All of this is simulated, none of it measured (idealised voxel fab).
process module | voxel self aligned vias
cross-section cut | 280 nm wide | cells 5 nm
A cross-section is a grid of square cells, given in bands from the top down. A band is one or more rows of cells.
Each band's line starts with the height of the band's top and of its bottom, in nm. Then come its materials from left to right, each with its width in nm. One material with "throughout" fills the band from edge to edge. "air" is empty space.
Height 0 is the level under which the wafer as received is all one material. The lowest band goes on downwards, as in "0 down".
A width such as "30 to 40" changes by the same amount from each row of cells to the next, from the band's top row to its bottom row.
"no change" after a step means that no cell of the cross-section changed.
closed voids: empty space of 8 cells or more with no open way to the top, each as width x height at its distance from the left edge, in nm
after a step's settings: what the simulator itself notes on the step
overlay nm, on a step with a mask: how far to the right of its planned place the mask lay; to the left if negative
Each pair below shows a cross-section before one step and the cross-section after it, down to the lowest band that changed. The line under each pair gives the step between them, with its settings. The pairs can come from different runs of this module on the same starting wafer, so a pair continues from the pair above only where its "before" says so.
before
  0 down: Si throughout
  closed voids: none
after
  15 to 0: SiO2 throughout
  below 0: unchanged
  closed voids: none
the step between: op CONFORMAL_DEP | material SiO2 | thk nm 15
before: the cross-section after the pair above
after
  20 to 15: SiCN throughout
  below 15: unchanged
  closed voids: none
the step between: op CONFORMAL_DEP | material SiCN | thk nm 5
before: the cross-section after the pair above
after
  50 to 20: lowk throughout
  below 20: unchanged
  closed voids: none
the step between: op DIRECTIONAL_DEP | material lowk | thk nm 30
before: the cross-section after the pair above
after
  50 to 20: lowk 60 | air 25 | lowk 40 | air 25 | lowk 40 | air 25 | lowk 65
  below 20: unchanged
  closed voids: none
the step between: op MASKED_ETCH | tone open | mask id LINES | width nm 25 | pitch nm 65 | etch materials lowk | depth nm 30 | overlay nm 0
before: the cross-section after the pair above
after
  55 to 50: TiN 65 | air 15 | TiN 50 | air 15 | TiN 50 | air 15 | TiN 70
  50 to 25: lowk 60 | TiN 5 | air 15 | TiN 5 | lowk 40 | TiN 5 | air 15 | TiN 5 | lowk 40 | TiN 5 | air 15 | TiN 5 | lowk 65
  25 to 20: lowk 60 | TiN 25 | lowk 40 | TiN 25 | lowk 40 | TiN 25 | lowk 65
  below 20: unchanged
  closed voids: none
the step between: op CONFORMAL_DEP | material TiN | thk nm 5
before: the cross-section after the pair above
after
  60 to 55: Ru throughout
  55 to 50: TiN 65 | Ru 15 | TiN 50 | Ru 15 | TiN 50 | Ru 15 | TiN 70
  50 to 25: lowk 60 | TiN 5 | Ru 15 | TiN 5 | lowk 40 | TiN 5 | Ru 15 | TiN 5 | lowk 40 | TiN 5 | Ru 15 | TiN 5 | lowk 65
  below 25: unchanged
  closed voids: none
the step between: op FILL_DEP | material Ru | thk nm 5
before: the cross-section after the pair above
after
  50 to 25: lowk 60 | TiN 5 | Ru 15 | TiN 5 | lowk 40 | TiN 5 | Ru 15 | TiN 5 | lowk 40 | TiN 5 | Ru 15 | TiN 5 | lowk 65
  below 25: unchanged
  closed voids: none
the step between: op CMP | height nm 50
before: the cross-section after the pair above
after
  50 to 40: lowk 60 | air 25 | lowk 40 | air 25 | lowk 40 | air 25 | lowk 65
  below 40: unchanged
  closed voids: none
the step between: op SELECTIVE_ETCH | etch materials W Ru TiN | depth nm 10
before: the cross-section after the pair above
after
  55 to 50: SiN throughout
  50 to 40: lowk 60 | SiN 25 | lowk 40 | SiN 25 | lowk 40 | SiN 25 | lowk 65
  below 40: unchanged
  closed voids: none
the step between: op FILL_DEP | material SiN | thk nm 5
before: the cross-section after the pair above
after
  50 to 40: lowk 60 | SiN 25 | lowk 40 | SiN 25 | lowk 40 | SiN 25 | lowk 65
  below 40: unchanged
  closed voids: none
the step between: op CMP | height nm 50
before: the cross-section after the pair above
after
  70 to 50: lowk throughout
  below 50: unchanged
  closed voids: none
the step between: op DIRECTIONAL_DEP | material lowk | thk nm 20
before: the cross-section after the pair above
after
  85 to 70: resist 50 | air 45 | resist 85 | air 45 | resist 55
  below 70: unchanged
  closed voids: none
the step between: op PATTERN | tone open | mask id VIAS | material resist | width nm 45 | pitch nm 130 | thk nm 15 | overlay nm 0
before: the cross-section after the pair above
after
  85 to 70: resist 50 | air 45 | resist 85 | air 45 | resist 55
  70 to 50: lowk 50 | air 45 | lowk 85 | air 45 | lowk 55
  below 50: unchanged
  closed voids: none
the step between: op DIRECTIONAL_ETCH | etch materials lowk | depth nm 20
before: the cross-section after the pair above
after
  85 to 70: resist 50 | air 45 | resist 85 | air 45 | resist 55
  70 to 50: lowk 50 | air 45 | lowk 85 | air 45 | lowk 55
  50 to 40: lowk 60 | air 25 | lowk 40 | SiN 25 | lowk 40 | air 25 | lowk 65
  below 40: unchanged
  closed voids: none
the step between: op DIRECTIONAL_ETCH | etch materials SiN | depth nm 10
before: the cross-section after the pair above
after
  70 to 50: lowk 50 | air 45 | lowk 85 | air 45 | lowk 55
  below 50: unchanged
  closed voids: none
the step between: op STRIP | etch materials resist
before: the cross-section after the pair above
after
  75 to 70: TiN 55 | air 35 | TiN 95 | air 35 | TiN 60
  70 to 55: lowk 50 | TiN 5 | air 35 | TiN 5 | lowk 85 | TiN 5 | air 35 | TiN 5 | lowk 55
  55 to 50: lowk 50 | TiN 15 | air 15 | TiN 15 | lowk 85 | TiN 15 | air 15 | TiN 15 | lowk 55
  50 to 45: lowk 60 | TiN 5 | air 15 | TiN 5 | lowk 40 | SiN 25 | lowk 40 | TiN 5 | air 15 | TiN 5 | lowk 65
  45 to 40: lowk 60 | TiN 25 | lowk 40 | SiN 25 | lowk 40 | TiN 25 | lowk 65
  below 40: unchanged
  closed voids: none
the step between: op CONFORMAL_DEP | material TiN | thk nm 5
before: the cross-section after the pair above
after
  80 to 75: Ru throughout
  75 to 70: TiN 55 | Ru 35 | TiN 95 | Ru 35 | TiN 60
  70 to 55: lowk 50 | TiN 5 | Ru 35 | TiN 5 | lowk 85 | TiN 5 | Ru 35 | TiN 5 | lowk 55
  55 to 50: lowk 50 | TiN 15 | Ru 15 | TiN 15 | lowk 85 | TiN 15 | Ru 15 | TiN 15 | lowk 55
  50 to 45: lowk 60 | TiN 5 | Ru 15 | TiN 5 | lowk 40 | SiN 25 | lowk 40 | TiN 5 | Ru 15 | TiN 5 | lowk 65
  below 45: unchanged
  closed voids: none
the step between: op FILL_DEP | material Ru | thk nm 5
before: the cross-section after the pair above
after
  70 to 55: lowk 50 | TiN 5 | Ru 35 | TiN 5 | lowk 85 | TiN 5 | Ru 35 | TiN 5 | lowk 55
  below 55: unchanged
  closed voids: none
the step between: op CMP | height nm 70
before: the cross-section after the pair above
after
  75 to 70: SiN throughout
  below 70: unchanged
  closed voids: none
the step between: op CONFORMAL_DEP | material SiN | thk nm 5
before
  15 to 0: SiO2 throughout
  0 down: Si throughout
  closed voids: none
after
  45 to 15: lowk throughout
  below 15: unchanged
  closed voids: none
the step between: op DIRECTIONAL_DEP | material lowk | thk nm 30
before: the cross-section after the pair above
after
  45 to 15: lowk 60 | air 25 | lowk 40 | air 25 | lowk 40 | air 25 | lowk 65
  below 15: unchanged
  closed voids: none
the step between: op MASKED_ETCH | tone open | mask id LINES | width nm 25 | pitch nm 65 | etch materials lowk | depth nm 30 | overlay nm 0
before: the cross-section after the pair above
after
  50 to 45: TiN 65 | air 15 | TiN 50 | air 15 | TiN 50 | air 15 | TiN 70
  45 to 20: lowk 60 | TiN 5 | air 15 | TiN 5 | lowk 40 | TiN 5 | air 15 | TiN 5 | lowk 40 | TiN 5 | air 15 | TiN 5 | lowk 65
  20 to 15: lowk 60 | TiN 25 | lowk 40 | TiN 25 | lowk 40 | TiN 25 | lowk 65
  below 15: unchanged
  closed voids: none
the step between: op CONFORMAL_DEP | material TiN | thk nm 5
before: the cross-section after the pair above
after
  55 to 50: Ru throughout
  50 to 45: TiN 65 | Ru 15 | TiN 50 | Ru 15 | TiN 50 | Ru 15 | TiN 70
  45 to 20: lowk 60 | TiN 5 | Ru 15 | TiN 5 | lowk 40 | TiN 5 | Ru 15 | TiN 5 | lowk 40 | TiN 5 | Ru 15 | TiN 5 | lowk 65
  below 20: unchanged
  closed voids: none
the step between: op FILL_DEP | material Ru | thk nm 5
before: the cross-section after the pair above
after
  50 to 45: TiN 65 | Ru 15 | TiN 50 | Ru 15 | TiN 50 | Ru 15 | TiN 70
  below 45: unchanged
  closed voids: none
the step between: op CMP | height nm 50
before: the cross-section after the pair above
after
  45 to 40: lowk 60 | air 25 | lowk 40 | air 25 | lowk 40 | air 25 | lowk 65
  below 40: unchanged
  closed voids: none
the step between: op SELECTIVE_ETCH | etch materials W Ru TiN | depth nm 10
before: the cross-section after the pair above
after
  50 to 45: SiN throughout
  45 to 40: lowk 60 | SiN 25 | lowk 40 | SiN 25 | lowk 40 | SiN 25 | lowk 65
  below 40: unchanged
  closed voids: none
the step between: op FILL_DEP | material SiN | thk nm 5
before: the cross-section after the pair above
after
  70 to 50: lowk throughout
  below 50: unchanged
  closed voids: none
the step between: op DIRECTIONAL_DEP | material lowk | thk nm 20
before: the cross-section after the pair above
after
  85 to 70: resist 50 | air 45 | resist 85 | air 45 | resist 55
  below 70: unchanged
  closed voids: none
the step between: op PATTERN | tone open | mask id VIAS | material resist | width nm 45 | pitch nm 130 | thk nm 15 | overlay nm 0
before: the cross-section after the pair above
after
  85 to 70: resist 50 | air 45 | resist 85 | air 45 | resist 55
  70 to 50: lowk 50 | air 45 | lowk 85 | air 45 | lowk 55
  below 50: unchanged
  closed voids: none
the step between: op DIRECTIONAL_ETCH | etch materials lowk | depth nm 20
before: the cross-section after the pair above
after
  85 to 70: resist 50 | air 45 | resist 85 | air 45 | resist 55
  70 to 50: lowk 50 | air 45 | lowk 85 | air 45 | lowk 55
  50 to 45: SiN 50 | air 45 | SiN 85 | air 45 | SiN 55
  45 to 40: lowk 60 | air 25 | lowk 40 | SiN 25 | lowk 40 | air 25 | lowk 65
  below 40: unchanged
  closed voids: none
the step between: op DIRECTIONAL_ETCH | etch materials SiN | depth nm 10
before: the cross-section after the pair above
after
  70 to 50: lowk 50 | air 45 | lowk 85 | air 45 | lowk 55
  below 50: unchanged
  closed voids: none
the step between: op STRIP | etch materials resist
before: the cross-section after the pair above
after
  75 to 70: TiN 55 | air 35 | TiN 95 | air 35 | TiN 60
  70 to 50: lowk 50 | TiN 5 | air 35 | TiN 5 | lowk 85 | TiN 5 | air 35 | TiN 5 | lowk 55
  50 to 45: SiN 50 | TiN 15 | air 15 | TiN 15 | SiN 85 | TiN 15 | air 15 | TiN 15 | SiN 55
  45 to 40: lowk 60 | TiN 25 | lowk 40 | SiN 25 | lowk 40 | TiN 25 | lowk 65
  below 40: unchanged
  closed voids: none
the step between: op CONFORMAL_DEP | material TiN | thk nm 5
before: the cross-section after the pair above
after
  80 to 75: Ru throughout
  75 to 70: TiN 55 | Ru 35 | TiN 95 | Ru 35 | TiN 60
  70 to 50: lowk 50 | TiN 5 | Ru 35 | TiN 5 | lowk 85 | TiN 5 | Ru 35 | TiN 5 | lowk 55
  50 to 45: SiN 50 | TiN 15 | Ru 15 | TiN 15 | SiN 85 | TiN 15 | Ru 15 | TiN 15 | SiN 55
  below 45: unchanged
  closed voids: none
the step between: op FILL_DEP | material Ru | thk nm 5
before: the cross-section after the pair above
after
  70 to 50: lowk 50 | TiN 5 | Ru 35 | TiN 5 | lowk 85 | TiN 5 | Ru 35 | TiN 5 | lowk 55
  below 50: unchanged
  closed voids: none
the step between: op CMP | height nm 70
before: the cross-section after the pair above
after
  75 to 70: SiN throughout
  below 70: unchanged
  closed voids: none
the step between: op CONFORMAL_DEP | material SiN | thk nm 5
before
  85 to 70: resist 50 | air 45 | resist 85 | air 45 | resist 55
  70 to 50: lowk 50 | air 45 | lowk 85 | air 45 | lowk 55
  50 to 40: lowk 60 | SiN 25 | lowk 40 | SiN 25 | lowk 40 | SiN 25 | lowk 65
  40 to 25: lowk 60 | TiN 5 | Ru 15 | TiN 5 | lowk 40 | TiN 5 | Ru 15 | TiN 5 | lowk 40 | TiN 5 | Ru 15 | TiN 5 | lowk 65
  25 to 20: lowk 60 | TiN 25 | lowk 40 | TiN 25 | lowk 40 | TiN 25 | lowk 65
  20 to 15: SiCN throughout
  15 to 0: SiO2 throughout
  0 down: Si throughout
  closed voids: none
after
  85 to 70: resist 50 | air 45 | resist 85 | air 45 | resist 55
  70 to 50: lowk 50 | air 45 | lowk 85 | air 45 | lowk 55
  50 to 40: lowk 50 | air 10 | SiN 25 | air 10 | lowk 30 | SiN 25 | lowk 30 | air 10 | SiN 25 | air 10 | lowk 55
  40 to 30: lowk 50 | air 10 | TiN 5 | Ru 15 | TiN 5 | air 10 | lowk 30 | TiN 5 | Ru 15 | TiN 5 | lowk 30 | air 10 | TiN 5 | Ru 15 | TiN 5 | air 10 | lowk 55
  below 30: unchanged
  closed voids: none
the step between: op DIRECTIONAL_ETCH | etch materials lowk | depth nm 20
before: the cross-section after the pair above
after
  85 to 70: resist 50 | air 45 | resist 85 | air 45 | resist 55
  70 to 50: lowk 50 | air 45 | lowk 85 | air 45 | lowk 55
  50 to 40: lowk 50 | air 45 | lowk 30 | SiN 25 | lowk 30 | air 45 | lowk 55
  below 40: unchanged
  closed voids: none
the step between: op DIRECTIONAL_ETCH | etch materials SiN | depth nm 10
before: the cross-section after the pair above
after
  70 to 50: lowk 50 | air 45 | lowk 85 | air 45 | lowk 55
  below 50: unchanged
  closed voids: none
the step between: op STRIP | etch materials resist
before: the cross-section after the pair above
after
  75 to 70: TiN 55 | air 35 | TiN 95 | air 35 | TiN 60
  70 to 50: lowk 50 | TiN 5 | air 35 | TiN 5 | lowk 85 | TiN 5 | air 35 | TiN 5 | lowk 55
  50 to 45: lowk 50 | TiN 5 | air 35 | TiN 5 | lowk 30 | SiN 25 | lowk 30 | TiN 5 | air 35 | TiN 5 | lowk 55
  45 to 40: lowk 50 | TiN 45 | lowk 30 | SiN 25 | lowk 30 | TiN 45 | lowk 55
  40 to 30: lowk 50 | TiN 15 | Ru 15 | TiN 15 | lowk 30 | TiN 5 | Ru 15 | TiN 5 | lowk 30 | TiN 15 | Ru 15 | TiN 15 | lowk 55
  below 30: unchanged
  closed voids: none
the step between: op CONFORMAL_DEP | material TiN | thk nm 5
before: the cross-section after the pair above
after
  80 to 75: Ru throughout
  75 to 70: TiN 55 | Ru 35 | TiN 95 | Ru 35 | TiN 60
  70 to 50: lowk 50 | TiN 5 | Ru 35 | TiN 5 | lowk 85 | TiN 5 | Ru 35 | TiN 5 | lowk 55
  50 to 45: lowk 50 | TiN 5 | Ru 35 | TiN 5 | lowk 30 | SiN 25 | lowk 30 | TiN 5 | Ru 35 | TiN 5 | lowk 55
  below 45: unchanged
  closed voids: none
the step between: op FILL_DEP | material Ru | thk nm 5
before: the cross-section after the pair above
after
  70 to 50: lowk 50 | TiN 5 | Ru 35 | TiN 5 | lowk 85 | TiN 5 | Ru 35 | TiN 5 | lowk 55
  below 50: unchanged
  closed voids: none
the step between: op CMP | height nm 70
before: the cross-section after the pair above
after
  75 to 70: SiN throughout
  below 70: unchanged
  closed voids: none
the step between: op CONFORMAL_DEP | material SiN | thk nm 5
before
  45 to 15: lowk throughout
  15 to 0: SiO2 throughout
  0 down: Si throughout
  closed voids: none
after
  50 to 45: SiCN throughout
  below 45: unchanged
  closed voids: none
the step between: op CONFORMAL_DEP | material SiCN | thk nm 5
before: the cross-section after the pair above
after
  55 to 50: TiN throughout
  below 50: unchanged
  closed voids: none
the step between: op CONFORMAL_DEP | material TiN | thk nm 5
before: the cross-section after the pair above
after
  60 to 55: Ru throughout
  below 55: unchanged
  closed voids: none
the step between: op FILL_DEP | material Ru | thk nm 5
before: the cross-section after the pair above
after
  50 to 45: SiCN throughout
  below 45: unchanged
  closed voids: none
the step between: op CMP | height nm 50
before: the cross-section after the pair above
after
  55 to 50: SiN throughout
  below 50: unchanged
  closed voids: none
the step between: op FILL_DEP | material SiN | thk nm 5
before: the cross-section after the pair above
after
  50 to 45: SiCN throughout
  below 45: unchanged
  closed voids: none
the step between: op CMP | height nm 50
before: the cross-section after the pair above
after
  70 to 50: lowk throughout
  below 50: unchanged
  closed voids: none
the step between: op DIRECTIONAL_DEP | material lowk | thk nm 20
before: the cross-section after the pair above
after
  85 to 70: resist 50 | air 45 | resist 85 | air 45 | resist 55
  below 70: unchanged
  closed voids: none
the step between: op PATTERN | tone open | mask id VIAS | material resist | width nm 45 | pitch nm 130 | thk nm 15 | overlay nm 0
before: the cross-section after the pair above
after
  85 to 70: resist 50 | air 45 | resist 85 | air 45 | resist 55
  70 to 50: lowk 50 | air 45 | lowk 85 | air 45 | lowk 55
  below 50: unchanged
  closed voids: none
the step between: op DIRECTIONAL_ETCH | etch materials lowk | depth nm 20
before: the cross-section after the pair above
after
  70 to 50: lowk 50 | air 45 | lowk 85 | air 45 | lowk 55
  below 50: unchanged
  closed voids: none
the step between: op STRIP | etch materials resist
before: the cross-section after the pair above
after
  75 to 70: TiN 55 | air 35 | TiN 95 | air 35 | TiN 60
  70 to 55: lowk 50 | TiN 5 | air 35 | TiN 5 | lowk 85 | TiN 5 | air 35 | TiN 5 | lowk 55
  55 to 50: lowk 50 | TiN 45 | lowk 85 | TiN 45 | lowk 55
  below 50: unchanged
  closed voids: none
the step between: op CONFORMAL_DEP | material TiN | thk nm 5
before: the cross-section after the pair above
after
  80 to 75: Ru throughout
  75 to 70: TiN 55 | Ru 35 | TiN 95 | Ru 35 | TiN 60
  70 to 55: lowk 50 | TiN 5 | Ru 35 | TiN 5 | lowk 85 | TiN 5 | Ru 35 | TiN 5 | lowk 55
  below 55: unchanged
  closed voids: none
the step between: op FILL_DEP | material Ru | thk nm 5
before: the cross-section after the pair above
after
  70 to 55: lowk 50 | TiN 5 | Ru 35 | TiN 5 | lowk 85 | TiN 5 | Ru 35 | TiN 5 | lowk 55
  below 55: unchanged
  closed voids: none
the step between: op CMP | height nm 70
before: the cross-section after the pair above
after
  75 to 70: SiN throughout
  below 70: unchanged
  closed voids: none
the step between: op CONFORMAL_DEP | material SiN | thk nm 5
before
  80 to 75: Ru throughout
  75 to 70: TiN 55 | Ru 35 | TiN 95 | Ru 35 | TiN 60
  70 to 55: lowk 50 | TiN 5 | Ru 35 | TiN 5 | lowk 85 | TiN 5 | Ru 35 | TiN 5 | lowk 55
  55 to 50: lowk 50 | TiN 15 | Ru 15 | TiN 15 | lowk 85 | TiN 15 | Ru 15 | TiN 15 | lowk 55
  50 to 45: lowk 60 | TiN 5 | Ru 15 | TiN 5 | lowk 40 | SiN 25 | lowk 40 | TiN 5 | Ru 15 | TiN 5 | lowk 65
  45 to 40: lowk 60 | TiN 25 | lowk 40 | SiN 25 | lowk 40 | TiN 25 | lowk 65
  40 to 25: lowk 60 | TiN 5 | Ru 15 | TiN 5 | lowk 40 | TiN 5 | Ru 15 | TiN 5 | lowk 40 | TiN 5 | Ru 15 | TiN 5 | lowk 65
  25 to 20: lowk 60 | TiN 25 | lowk 40 | TiN 25 | lowk 40 | TiN 25 | lowk 65
  20 to 15: SiCN throughout
  15 to 0: SiO2 throughout
  0 down: Si throughout
  closed voids: none
after
  75 to 70: TiN 55 | Ru 35 | TiN 95 | Ru 35 | TiN 60
  below 70: unchanged
  closed voids: none
the step between: op CMP | height nm 75
before: the cross-section after the pair above
after
  80 to 75: SiN throughout
  below 75: unchanged
  closed voids: none
the step between: op CONFORMAL_DEP | material SiN | thk nm 5
before
  50 to 20: lowk throughout
  20 to 15: SiCN throughout
  15 to 0: SiO2 throughout
  0 down: Si throughout
  closed voids: none
after
  50 to 20: lowk 55 | air 35 | lowk 30 | air 35 | lowk 30 | air 35 | lowk 60
  below 20: unchanged
  closed voids: none
the step between: op MASKED_ETCH | tone open | mask id LINES | width nm 35 | pitch nm 65 | etch materials lowk | depth nm 30 | overlay nm 0
before: the cross-section after the pair above
after
  55 to 50: TiN 60 | air 25 | TiN 40 | air 25 | TiN 40 | air 25 | TiN 65
  50 to 25: lowk 55 | TiN 5 | air 25 | TiN 5 | lowk 30 | TiN 5 | air 25 | TiN 5 | lowk 30 | TiN 5 | air 25 | TiN 5 | lowk 60
  25 to 20: lowk 55 | TiN 35 | lowk 30 | TiN 35 | lowk 30 | TiN 35 | lowk 60
  below 20: unchanged
  closed voids: none
the step between: op CONFORMAL_DEP | material TiN | thk nm 5
before: the cross-section after the pair above
after
  60 to 55: Ru throughout
  55 to 50: TiN 60 | Ru 25 | TiN 40 | Ru 25 | TiN 40 | Ru 25 | TiN 65
  50 to 25: lowk 55 | TiN 5 | Ru 25 | TiN 5 | lowk 30 | TiN 5 | Ru 25 | TiN 5 | lowk 30 | TiN 5 | Ru 25 | TiN 5 | lowk 60
  below 25: unchanged
  closed voids: none
the step between: op FILL_DEP | material Ru | thk nm 5
before: the cross-section after the pair above
after
  50 to 25: lowk 55 | TiN 5 | Ru 25 | TiN 5 | lowk 30 | TiN 5 | Ru 25 | TiN 5 | lowk 30 | TiN 5 | Ru 25 | TiN 5 | lowk 60
  below 25: unchanged
  closed voids: none
the step between: op CMP | height nm 50
before: the cross-section after the pair above
after
  50 to 40: lowk 55 | air 35 | lowk 30 | air 35 | lowk 30 | air 35 | lowk 60
  below 40: unchanged
  closed voids: none
the step between: op SELECTIVE_ETCH | etch materials W Ru TiN | depth nm 10
before: the cross-section after the pair above
after
  55 to 50: SiN throughout
  50 to 40: lowk 55 | SiN 35 | lowk 30 | SiN 35 | lowk 30 | SiN 35 | lowk 60
  below 40: unchanged
  closed voids: none
the step between: op FILL_DEP | material SiN | thk nm 5
before: the cross-section after the pair above
after
  50 to 40: lowk 55 | SiN 35 | lowk 30 | SiN 35 | lowk 30 | SiN 35 | lowk 60
  below 40: unchanged
  closed voids: none
the step between: op CMP | height nm 50
before: the cross-section after the pair above
after
  70 to 50: lowk throughout
  below 50: unchanged
  closed voids: none
the step between: op DIRECTIONAL_DEP | material lowk | thk nm 20
before: the cross-section after the pair above
after
  85 to 70: resist 50 | air 45 | resist 85 | air 45 | resist 55
  below 70: unchanged
  closed voids: none
the step between: op PATTERN | tone open | mask id VIAS | material resist | width nm 45 | pitch nm 130 | thk nm 15 | overlay nm 0
before: the cross-section after the pair above
after
  85 to 70: resist 50 | air 45 | resist 85 | air 45 | resist 55
  70 to 50: lowk 50 | air 45 | lowk 85 | air 45 | lowk 55
  below 50: unchanged
  closed voids: none
the step between: op DIRECTIONAL_ETCH | etch materials lowk | depth nm 20
before: the cross-section after the pair above
after
  85 to 70: resist 50 | air 45 | resist 85 | air 45 | resist 55
  70 to 50: lowk 50 | air 45 | lowk 85 | air 45 | lowk 55
  50 to 40: lowk 55 | air 35 | lowk 30 | SiN 35 | lowk 30 | air 35 | lowk 60
  below 40: unchanged
  closed voids: none
the step between: op DIRECTIONAL_ETCH | etch materials SiN | depth nm 10
before: the cross-section after the pair above
after
  70 to 50: lowk 50 | air 45 | lowk 85 | air 45 | lowk 55
  below 50: unchanged
  closed voids: none
the step between: op STRIP | etch materials resist
before: the cross-section after the pair above
after
  75 to 70: TiN 55 | air 35 | TiN 95 | air 35 | TiN 60
  70 to 55: lowk 50 | TiN 5 | air 35 | TiN 5 | lowk 85 | TiN 5 | air 35 | TiN 5 | lowk 55
  55 to 50: lowk 50 | TiN 10 | air 25 | TiN 10 | lowk 85 | TiN 10 | air 25 | TiN 10 | lowk 55
  50 to 45: lowk 55 | TiN 5 | air 25 | TiN 5 | lowk 30 | SiN 35 | lowk 30 | TiN 5 | air 25 | TiN 5 | lowk 60
  45 to 40: lowk 55 | TiN 35 | lowk 30 | SiN 35 | lowk 30 | TiN 35 | lowk 60
  below 40: unchanged
  closed voids: none
the step between: op CONFORMAL_DEP | material TiN | thk nm 5
before: the cross-section after the pair above
after
  80 to 75: Ru throughout
  75 to 70: TiN 55 | Ru 35 | TiN 95 | Ru 35 | TiN 60
  70 to 55: lowk 50 | TiN 5 | Ru 35 | TiN 5 | lowk 85 | TiN 5 | Ru 35 | TiN 5 | lowk 55
  55 to 50: lowk 50 | TiN 10 | Ru 25 | TiN 10 | lowk 85 | TiN 10 | Ru 25 | TiN 10 | lowk 55
  50 to 45: lowk 55 | TiN 5 | Ru 25 | TiN 5 | lowk 30 | SiN 35 | lowk 30 | TiN 5 | Ru 25 | TiN 5 | lowk 60
  below 45: unchanged
  closed voids: none
the step between: op FILL_DEP | material Ru | thk nm 5
before: the cross-section after the pair above
after
  70 to 55: lowk 50 | TiN 5 | Ru 35 | TiN 5 | lowk 85 | TiN 5 | Ru 35 | TiN 5 | lowk 55
  below 55: unchanged
  closed voids: none
the step between: op CMP | height nm 70
before: the cross-section after the pair above
after
  75 to 70: SiN throughout
  below 70: unchanged
  closed voids: none
the step between: op CONFORMAL_DEP | material SiN | thk nm 5
before
  70 to 50: lowk throughout
  50 to 40: lowk 60 | SiN 25 | lowk 40 | SiN 25 | lowk 40 | SiN 25 | lowk 65
  40 to 25: lowk 60 | TiN 5 | Ru 15 | TiN 5 | lowk 40 | TiN 5 | Ru 15 | TiN 5 | lowk 40 | TiN 5 | Ru 15 | TiN 5 | lowk 65
  25 to 20: lowk 60 | TiN 25 | lowk 40 | TiN 25 | lowk 40 | TiN 25 | lowk 65
  20 to 15: SiCN throughout
  15 to 0: SiO2 throughout
  0 down: Si throughout
  closed voids: none
after
  85 to 70: resist 45 | air 45 | resist 85 | air 45 | resist 60
  below 70: unchanged
  closed voids: none
the step between: op PATTERN | tone open | mask id VIAS | material resist | width nm 45 | pitch nm 130 | thk nm 15 | overlay nm -5
before: the cross-section after the pair above
after
  85 to 70: resist 45 | air 45 | resist 85 | air 45 | resist 60
  70 to 50: lowk 45 | air 45 | lowk 85 | air 45 | lowk 60
  below 50: unchanged
  closed voids: none
the step between: op DIRECTIONAL_ETCH | etch materials lowk | depth nm 20
before: the cross-section after the pair above
after
  85 to 70: resist 45 | air 45 | resist 85 | air 45 | resist 60
  70 to 50: lowk 45 | air 45 | lowk 85 | air 45 | lowk 60
  50 to 40: lowk 60 | air 25 | lowk 40 | SiN 25 | lowk 40 | air 25 | lowk 65
  below 40: unchanged
  closed voids: none
the step between: op DIRECTIONAL_ETCH | etch materials SiN | depth nm 10
before: the cross-section after the pair above
after
  70 to 50: lowk 45 | air 45 | lowk 85 | air 45 | lowk 60
  below 50: unchanged
  closed voids: none
the step between: op STRIP | etch materials resist
before: the cross-section after the pair above
after
  75 to 70: TiN 50 | air 35 | TiN 95 | air 35 | TiN 65
  70 to 55: lowk 45 | TiN 5 | air 35 | TiN 5 | lowk 85 | TiN 5 | air 35 | TiN 5 | lowk 60
  55 to 50: lowk 45 | TiN 20 | air 15 | TiN 10 | lowk 85 | TiN 20 | air 15 | TiN 10 | lowk 60
  50 to 45: lowk 60 | TiN 5 | air 15 | TiN 5 | lowk 40 | SiN 25 | lowk 40 | TiN 5 | air 15 | TiN 5 | lowk 65
  45 to 40: lowk 60 | TiN 25 | lowk 40 | SiN 25 | lowk 40 | TiN 25 | lowk 65
  below 40: unchanged
  closed voids: none
the step between: op CONFORMAL_DEP | material TiN | thk nm 5
before: the cross-section after the pair above
after
  80 to 75: Ru throughout
  75 to 70: TiN 50 | Ru 35 | TiN 95 | Ru 35 | TiN 65
  70 to 55: lowk 45 | TiN 5 | Ru 35 | TiN 5 | lowk 85 | TiN 5 | Ru 35 | TiN 5 | lowk 60
  55 to 50: lowk 45 | TiN 20 | Ru 15 | TiN 10 | lowk 85 | TiN 20 | Ru 15 | TiN 10 | lowk 60
  50 to 45: lowk 60 | TiN 5 | Ru 15 | TiN 5 | lowk 40 | SiN 25 | lowk 40 | TiN 5 | Ru 15 | TiN 5 | lowk 65
  below 45: unchanged
  closed voids: none
the step between: op FILL_DEP | material Ru | thk nm 5
before: the cross-section after the pair above
after
  70 to 55: lowk 45 | TiN 5 | Ru 35 | TiN 5 | lowk 85 | TiN 5 | Ru 35 | TiN 5 | lowk 60
  below 55: unchanged
  closed voids: none
the step between: op CMP | height nm 70
before: the cross-section after the pair above
after
  75 to 70: SiN throughout
  below 70: unchanged
  closed voids: none
the step between: op CONFORMAL_DEP | material SiN | thk nm 5
before
  50 to 40: lowk 60 | SiN 25 | lowk 40 | SiN 25 | lowk 40 | SiN 25 | lowk 65
  40 to 25: lowk 60 | TiN 5 | Ru 15 | TiN 5 | lowk 40 | TiN 5 | Ru 15 | TiN 5 | lowk 40 | TiN 5 | Ru 15 | TiN 5 | lowk 65
  25 to 20: lowk 60 | TiN 25 | lowk 40 | TiN 25 | lowk 40 | TiN 25 | lowk 65
  20 to 15: SiCN throughout
  15 to 0: SiO2 throughout
  0 down: Si throughout
  closed voids: none
after
  70 to 50: TiN throughout
  below 50: unchanged
  closed voids: none
the step between: op DIRECTIONAL_DEP | material TiN | thk nm 20
before: the cross-section after the pair above
after
  85 to 70: resist 50 | air 45 | resist 85 | air 45 | resist 55
  below 70: unchanged
  closed voids: none
the step between: op PATTERN | tone open | mask id VIAS | material resist | width nm 45 | pitch nm 130 | thk nm 15 | overlay nm 0
before: the cross-section after the pair above
after
  70 to 50: TiN throughout
  below 50: unchanged
  closed voids: none
the step between: op STRIP | etch materials resist
before: the cross-section after the pair above
after
  75 to 50: TiN throughout
  below 50: unchanged
  closed voids: none
the step between: op CONFORMAL_DEP | material TiN | thk nm 5
before: the cross-section after the pair above
after
  80 to 75: Ru throughout
  below 75: unchanged
  closed voids: none
the step between: op FILL_DEP | material Ru | thk nm 5
before: the cross-section after the pair above
after
  70 to 50: TiN throughout
  below 50: unchanged
  closed voids: none
the step between: op CMP | height nm 70
before: the cross-section after the pair above
after
  75 to 70: SiN throughout
  below 70: unchanged
  closed voids: none
the step between: op CONFORMAL_DEP | material SiN | thk nm 5
before
  50 to 20: lowk throughout
  20 to 15: SiCN throughout
  15 to 0: SiO2 throughout
  0 down: Si throughout
  closed voids: none
after
  50 to 20: air 60 | lowk 25 | air 40 | lowk 25 | air 40 | lowk 25 | air 65
  below 20: unchanged
  closed voids: none
the step between: op MASKED_ETCH | tone cover | mask id LINES | width nm 25 | pitch nm 65 | etch materials lowk | depth nm 30 | overlay nm 0
